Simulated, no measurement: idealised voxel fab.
The document below concerns the process module designated voxel gate over fins.
Xsec cut, 170 nm wide, square cell size 5 nm.
Heads up, the way a cross-section reads in here is a grid of square cells, handed over as bands from the top down, with every band being one or more rows of cells. Top, bottom (nm), then materials left to right with widths (nm); lone material tagged "edge to edge" fills the whole band edge to edge; "air" = empty space. Height datum 0, below which the as-received substrate wafer is one material. Lowest band open at the bottom, running downward: "z 0 and below". A width given as "30 to 40" starts at the first number in the band's top row and ends at the second number in its bottom row, shifting by an equal amount at every step from row to row. Key: "no modifications" - step with no changed cell in the cross-section. In "Closed voids list" the enclosed voids are listed, meaning empty spaces of 8 cells or larger without any opening to the top. The form is width x height at distance, distance from the left edge, units nm. Formally, on a step line, whatever follows the settings is a remark that the simulator itself makes on the step. overlay nm: where the mask lay relative to plan, measured to the right, on steps with a mask; negatives go left.
# Process steps - plan
1) RECEIVE with material Si
2) CONFORMAL_DEP with material SiN, thk nm 5
3) DIRECTIONAL_DEP with material aC, thk nm 15
4) PATTERN with tone cover, mask id FINS, material resist, width nm 15, pitch nm 50, thk nm 30, overlay nm 0
5) DIRECTIONAL_ETCH with etch materials aC, depth nm 15
6) STRIP with etch materials resist
7) DIRECTIONAL_ETCH with etch materials SiN, depth nm 5
8) DIRECTIONAL_ETCH with etch materials Si, depth nm 30
9) STRIP with etch materials aC
10) FILL_DEP with material SiO2, thk nm 5
11) CMP with height nm 5
12) DIRECTIONAL_DEP with material aC, thk nm 10
13) PATTERN with tone open, mask id RAIL, material resist, width nm 15, thk nm 30, overlay nm 0
14) DIRECTIONAL_ETCH with etch materials aC, depth nm 10
15) STRIP with etch materials resist
16) DIRECTIONAL_ETCH with etch materials SiO2, depth nm 30
17) STRIP with etch materials aC
18) CONFORMAL_DEP with material TiN, thk nm 5
19) FILL_DEP with material W, thk nm 5
20) CMP with height nm 5
21) SELECTIVE_ETCH with etch materials W Ru TiN, depth nm 25
22) FILL_DEP with material SiO2, thk nm 5
23) CMP with height nm 5
24) SELECTIVE_ETCH with etch materials SiO2, depth nm 20
25) STRIP with etch materials SiN
26) CONFORMAL_DEP with material HfO2, thk nm 5
27) CONFORMAL_DEP with material TiN, thk nm 5
28) FILL_DEP with material W, thk nm 10
29) CMP with height nm 15
30) CONFORMAL_DEP with material SiN, thk nm 10
# Of two wafers, the first: run according to plan
# Wafer at receipt (post step 1), cross-section
z 0 and below  Si edge to edge
Closed voids list: none
# Step 2 complete: cross-section through the wafer
z 5 to 0  SiN edge to edge
All layers under 0 are left as they were.
# Step 3 complete: cross-section through the wafer
z 20 to 5  aC edge to edge
All layers under 5 are left as they were.
# Step 4 complete: cross-section through the wafer
z 50 to 20  50 of air, 15 of resist, 35 of air, 15 of resist, 55 of air
All layers under 20 are left as they were.
# Step 5 complete: cross-section through the wafer
z 35 to 20  50 of air, 15 of resist, 35 of air, 15 of resist, 55 of air
z 20 to 5  50 of air, 15 of aC, 35 of air, 15 of aC, 55 of air
All layers under 5 are left as they were.
# Step 6 complete: cross-section through the wafer
z 20 to 5  50 of air, 15 of aC, 35 of air, 15 of aC, 55 of air
All layers under 5 are left as they were.
# Step 7 complete: cross-section through the wafer
z 20 to 5  50 of air, 15 of aC, 35 of air, 15 of aC, 55 of air
z 5 to 0  50 of air, 15 of SiN, 35 of air, 15 of SiN, 55 of air
All layers under 0 are left as they were.
# Step 8 complete: cross-section through the wafer
z 20 to 5  50 of air, 15 of aC, 35 of air, 15 of aC, 55 of air
z 5 to 0  50 of air, 15 of SiN, 35 of air, 15 of SiN, 55 of air
z 0 to -30  50 of air, 15 of Si, 35 of air, 15 of Si, 55 of air
All layers under -30 are left as they were.
# Step 9 complete: cross-section through the wafer
z 5 to 0  50 of air, 15 of SiN, 35 of air, 15 of SiN, 55 of air
All layers under 0 are left as they were.
# Step 10 complete: cross-section through the wafer
z 10 to 5  SiO2 edge to edge
z 5 to 0  50 of SiO2, 15 of SiN, 35 of SiO2, 15 of SiN, 55 of SiO2
z 0 to -30  50 of SiO2, 15 of Si, 35 of SiO2, 15 of Si, 55 of SiO2
All layers under -30 are left as they were.
# Step 11 complete: cross-section through the wafer
z 5 to 0  50 of SiO2, 15 of SiN, 35 of SiO2, 15 of SiN, 55 of SiO2
All layers under 0 are left as they were.
# Step 12 complete: cross-section through the wafer
z 15 to 5  aC edge to edge
All layers under 5 are left as they were.
# Step 13 complete: cross-section through the wafer
z 45 to 15  75 of resist, 15 of air, 80 of resist
All layers under 15 are left as they were.
# Step 14 complete: cross-section through the wafer
z 35 to 15  75 of resist, 15 of air, 80 of resist
z 15 to 5  75 of aC, 15 of air, 80 of aC
All layers under 5 are left as they were.
# Step 15 complete: cross-section through the wafer
z 15 to 5  75 of aC, 15 of air, 80 of aC
All layers under 5 are left as they were.
# Step 16 complete: cross-section through the wafer
z 15 to 5  75 of aC, 15 of air, 80 of aC
z 5 to 0  50 of SiO2, 15 of SiN, 10 of SiO2, 15 of air, 10 of SiO2, 15 of SiN, 55 of SiO2
z 0 to -25  50 of SiO2, 15 of Si, 10 of SiO2, 15 of air, 10 of SiO2, 15 of Si, 55 of SiO2
All layers under -25 are left as they were.
# Step 17 complete: cross-section through the wafer
z 5 to 0  50 of SiO2, 15 of SiN, 10 of SiO2, 15 of air, 10 of SiO2, 15 of SiN, 55 of SiO2
All layers under 0 are left as they were.
# Step 18 complete: cross-section through the wafer
z 10 to 5  80 of TiN, 5 of air, 85 of TiN
z 5 to 0  50 of SiO2, 15 of SiN, 10 of SiO2, 5 of TiN, 5 of air, 5 of TiN, 10 of SiO2, 15 of SiN, 55 of SiO2
z 0 to -20  50 of SiO2, 15 of Si, 10 of SiO2, 5 of TiN, 5 of air, 5 of TiN, 10 of SiO2, 15 of Si, 55 of SiO2
z -20 to -25  50 of SiO2, 15 of Si, 10 of SiO2, 15 of TiN, 10 of SiO2, 15 of Si, 55 of SiO2
All layers under -25 are left as they were.
# Step 19 complete: cross-section through the wafer
z 15 to 10  W edge to edge
z 10 to 5  80 of TiN, 5 of W, 85 of TiN
z 5 to 0  50 of SiO2, 15 of SiN, 10 of SiO2, 5 of TiN, 5 of W, 5 of TiN, 10 of SiO2, 15 of SiN, 55 of SiO2
z 0 to -20  50 of SiO2, 15 of Si, 10 of SiO2, 5 of TiN, 5 of W, 5 of TiN, 10 of SiO2, 15 of Si, 55 of SiO2
All layers under -20 are left as they were.
# Step 20 complete: cross-section through the wafer
z 5 to 0  50 of SiO2, 15 of SiN, 10 of SiO2, 5 of TiN, 5 of W, 5 of TiN, 10 of SiO2, 15 of SiN, 55 of SiO2
All layers under 0 are left as they were.
# Step 21 complete: cross-section through the wafer
z 5 to 0  50 of SiO2, 15 of SiN, 10 of SiO2, 15 of air, 10 of SiO2, 15 of SiN, 55 of SiO2
z 0 to -20  50 of SiO2, 15 of Si, 10 of SiO2, 15 of air, 10 of SiO2, 15 of Si, 55 of SiO2
All layers under -20 are left as they were.
# Step 22 complete: cross-section through the wafer
z 10 to 5  SiO2 edge to edge
z 5 to 0  50 of SiO2, 15 of SiN, 35 of SiO2, 15 of SiN, 55 of SiO2
z 0 to -20  50 of SiO2, 15 of Si, 35 of SiO2, 15 of Si, 55 of SiO2
All layers under -20 are left as they were.
# Step 23 complete: cross-section through the wafer
z 5 to 0  50 of SiO2, 15 of SiN, 35 of SiO2, 15 of SiN, 55 of SiO2
All layers under 0 are left as they were.
# Step 24 complete: cross-section through the wafer
z 5 to 0  50 of air, 15 of SiN, 35 of air, 15 of SiN, 55 of air
z 0 to -15  50 of air, 15 of Si, 35 of air, 15 of Si, 55 of air
All layers under -15 are left as they were.
# Step 25 complete: cross-section through the wafer
z 0 to -15  50 of air, 15 of Si, 35 of air, 15 of Si, 55 of air
All layers under -15 are left as they were.
# Step 26 complete: cross-section through the wafer
z 5 to 0  45 of air, 25 of HfO2, 25 of air, 25 of HfO2, 50 of air
z 0 to -10  45 of air, 5 of HfO2, 15 of Si, 5 of HfO2, 25 of air, 5 of HfO2, 15 of Si, 5 of HfO2, 50 of air
z -10 to -15  50 of HfO2, 15 of Si, 35 of HfO2, 15 of Si, 55 of HfO2
All layers under -15 are left as they were.
# Step 27 complete: cross-section through the wafer
z 10 to 5  40 of air, 35 of TiN, 15 of air, 35 of TiN, 45 of air
z 5 to 0  40 of air, 5 of TiN, 25 of HfO2, 5 of TiN, 15 of air, 5 of TiN, 25 of HfO2, 5 of TiN, 45 of air
z 0 to -5  40 of air, 5 of TiN, 5 of HfO2, 15 of Si, 5 of HfO2, 5 of TiN, 15 of air, 5 of TiN, 5 of HfO2, 15 of Si, 5 of HfO2, 5 of TiN, 45 of air
z -5 to -10  45 of TiN, 5 of HfO2, 15 of Si, 5 of HfO2, 25 of TiN, 5 of HfO2, 15 of Si, 5 of HfO2, 50 of TiN
All layers under -10 are left as they were.
# Step 28 complete: cross-section through the wafer
z 20 to 10  W edge to edge
z 10 to 5  40 of W, 35 of TiN, 15 of W, 35 of TiN, 45 of W
z 5 to 0  40 of W, 5 of TiN, 25 of HfO2, 5 of TiN, 15 of W, 5 of TiN, 25 of HfO2, 5 of TiN, 45 of W
z 0 to -5  40 of W, 5 of TiN, 5 of HfO2, 15 of Si, 5 of HfO2, 5 of TiN, 15 of W, 5 of TiN, 5 of HfO2, 15 of Si, 5 of HfO2, 5 of TiN, 45 of W
All layers under -5 are left as they were.
# Step 29 complete: cross-section through the wafer
z 15 to 10  W edge to edge
All layers under 10 are left as they were.
# Step 30 complete: cross-section through the wafer
z 25 to 15  SiN edge to edge
All layers under 15 are left as they were.
# The remaining wafer, second of the two, started like the first and was run to the same plan, except that one mistake was made along the way; the two coincide through step 7, inclusive
# Look at the second wafer in cross-section at the time step 8 ought to have finished
z 20 to 5  50 of air, 15 of aC, 35 of air, 15 of aC, 55 of air
z 5 to 0  50 of air, 15 of SiN, 35 of air, 15 of SiN, 55 of air
z 0 to -60  50 of air, 15 of Si, 35 of air, 15 of Si, 55 of air
All layers under -60 are left as they were.
# Look at the second wafer in cross-section at the time step 9 ought to have finished
z 5 to 0  50 of air, 15 of SiN, 35 of air, 15 of SiN, 55 of air
All layers under 0 are left as they were.
# Look at the second wafer in cross-section at the time step 10 ought to have finished
z 10 to 5  SiO2 edge to edge
z 5 to 0  50 of SiO2, 15 of SiN, 35 of SiO2, 15 of SiN, 55 of SiO2
z 0 to -60  50 of SiO2, 15 of Si, 35 of SiO2, 15 of Si, 55 of SiO2
All layers under -60 are left as they were.
# Look at the second wafer in cross-section at the time step 11 ought to have finished
z 5 to 0  50 of SiO2, 15 of SiN, 35 of SiO2, 15 of SiN, 55 of SiO2
All layers under 0 are left as they were.
# Look at the second wafer in cross-section at the time step 12 ought to have finished
z 15 to 5  aC edge to edge
All layers under 5 are left as they were.
# Look at the second wafer in cross-section at the time step 13 ought to have finished
z 45 to 15  75 of resist, 15 of air, 80 of resist
All layers under 15 are left as they were.
# Look at the second wafer in cross-section at the time step 14 ought to have finished
z 35 to 15  75 of resist, 15 of air, 80 of resist
z 15 to 5  75 of aC, 15 of air, 80 of aC
All layers under 5 are left as they were.
# Look at the second wafer in cross-section at the time step 15 ought to have finished
z 15 to 5  75 of aC, 15 of air, 80 of aC
All layers under 5 are left as they were.
# Look at the second wafer in cross-section at the time step 16 ought to have finished
z 15 to 5  75 of aC, 15 of air, 80 of aC
z 5 to 0  50 of SiO2, 15 of SiN, 10 of SiO2, 15 of air, 10 of SiO2, 15 of SiN, 55 of SiO2
z 0 to -25  50 of SiO2, 15 of Si, 10 of SiO2, 15 of air, 10 of SiO2, 15 of Si, 55 of SiO2
All layers under -25 are left as they were.
# Look at the second wafer in cross-section at the time step 17 ought to have finished
z 5 to 0  50 of SiO2, 15 of SiN, 10 of SiO2, 15 of air, 10 of SiO2, 15 of SiN, 55 of SiO2
All layers under 0 are left as they were.
# Look at the second wafer in cross-section at the time step 18 ought to have finished
z 10 to 5  80 of TiN, 5 of air, 85 of TiN
z 5 to 0  50 of SiO2, 15 of SiN, 10 of SiO2, 5 of TiN, 5 of air, 5 of TiN, 10 of SiO2, 15 of SiN, 55 of SiO2
z 0 to -20  50 of SiO2, 15 of Si, 10 of SiO2, 5 of TiN, 5 of air, 5 of TiN, 10 of SiO2, 15 of Si, 55 of SiO2
z -20 to -25  50 of SiO2, 15 of Si, 10 of SiO2, 15 of TiN, 10 of SiO2, 15 of Si, 55 of SiO2
All layers under -25 are left as they were.
# Look at the second wafer in cross-section at the time step 19 ought to have finished
z 15 to 10  W edge to edge
z 10 to 5  80 of TiN, 5 of W, 85 of TiN
z 5 to 0  50 of SiO2, 15 of SiN, 10 of SiO2, 5 of TiN, 5 of W, 5 of TiN, 10 of SiO2, 15 of SiN, 55 of SiO2
z 0 to -20  50 of SiO2, 15 of Si, 10 of SiO2, 5 of TiN, 5 of W, 5 of TiN, 10 of SiO2, 15 of Si, 55 of SiO2
All layers under -20 are left as they were.
# Look at the second wafer in cross-section at the time step 20 ought to have finished
z 5 to 0  50 of SiO2, 15 of SiN, 10 of SiO2, 5 of TiN, 5 of W, 5 of TiN, 10 of SiO2, 15 of SiN, 55 of SiO2
All layers under 0 are left as they were.
# Look at the second wafer in cross-section at the time step 21 ought to have finished
z 5 to 0  50 of SiO2, 15 of SiN, 10 of SiO2, 15 of air, 10 of SiO2, 15 of SiN, 55 of SiO2
z 0 to -20  50 of SiO2, 15 of Si, 10 of SiO2, 15 of air, 10 of SiO2, 15 of Si, 55 of SiO2
All layers under -20 are left as they were.
# Look at the second wafer in cross-section at the time step 22 ought to have finished
z 10 to 5  SiO2 edge to edge
z 5 to 0  50 of SiO2, 15 of SiN, 35 of SiO2, 15 of SiN, 55 of SiO2
z 0 to -20  50 of SiO2, 15 of Si, 35 of SiO2, 15 of Si, 55 of SiO2
All layers under -20 are left as they were.
# Look at the second wafer in cross-section at the time step 23 ought to have finished
z 5 to 0  50 of SiO2, 15 of SiN, 35 of SiO2, 15 of SiN, 55 of SiO2
All layers under 0 are left as they were.
# Look at the second wafer in cross-section at the time step 24 ought to have finished
z 5 to 0  50 of air, 15 of SiN, 35 of air, 15 of SiN, 55 of air
z 0 to -15  50 of air, 15 of Si, 35 of air, 15 of Si, 55 of air
All layers under -15 are left as they were.
# Look at the second wafer in cross-section at the time step 25 ought to have finished
z 0 to -15  50 of air, 15 of Si, 35 of air, 15 of Si, 55 of air
All layers under -15 are left as they were.
# Look at the second wafer in cross-section at the time step 26 ought to have finished
z 5 to 0  45 of air, 25 of HfO2, 25 of air, 25 of HfO2, 50 of air
z 0 to -10  45 of air, 5 of HfO2, 15 of Si, 5 of HfO2, 25 of air, 5 of HfO2, 15 of Si, 5 of HfO2, 50 of air
z -10 to -15  50 of HfO2, 15 of Si, 35 of HfO2, 15 of Si, 55 of HfO2
All layers under -15 are left as they were.
# Look at the second wafer in cross-section at the time step 27 ought to have finished
z 10 to 5  40 of air, 35 of TiN, 15 of air, 35 of TiN, 45 of air
z 5 to 0  40 of air, 5 of TiN, 25 of HfO2, 5 of TiN, 15 of air, 5 of TiN, 25 of HfO2, 5 of TiN, 45 of air
z 0 to -5  40 of air, 5 of TiN, 5 of HfO2, 15 of Si, 5 of HfO2, 5 of TiN, 15 of air, 5 of TiN, 5 of HfO2, 15 of Si, 5 of HfO2, 5 of TiN, 45 of air
z -5 to -10  45 of TiN, 5 of HfO2, 15 of Si, 5 of HfO2, 25 of TiN, 5 of HfO2, 15 of Si, 5 of HfO2, 50 of TiN
All layers under -10 are left as they were.
# Look at the second wafer in cross-section at the time step 28 ought to have finished
z 20 to 10  W edge to edge
z 10 to 5  40 of W, 35 of TiN, 15 of W, 35 of TiN, 45 of W
z 5 to 0  40 of W, 5 of TiN, 25 of HfO2, 5 of TiN, 15 of W, 5 of TiN, 25 of HfO2, 5 of TiN, 45 of W
z 0 to -5  40 of W, 5 of TiN, 5 of HfO2, 15 of Si, 5 of HfO2, 5 of TiN, 15 of W, 5 of TiN, 5 of HfO2, 15 of Si, 5 of HfO2, 5 of TiN, 45 of W
All layers under -5 are left as they were.
# Look at the second wafer in cross-section at the time step 29 ought to have finished
z 15 to 10  W edge to edge
All layers under 10 are left as they were.
# Look at the second wafer in cross-section at the time step 30 ought to have finished
z 25 to 15  SiN edge to edge
All layers under 15 are left as they were.
In executing the process, a mistake was made relative to the plan: regarding the plan, step 8 was run twice
Once processing is complete, comparing cell counts shows that the second wafer has more or fewer of certain materials than the first: Si: 168 fewer | SiO2: 168 more
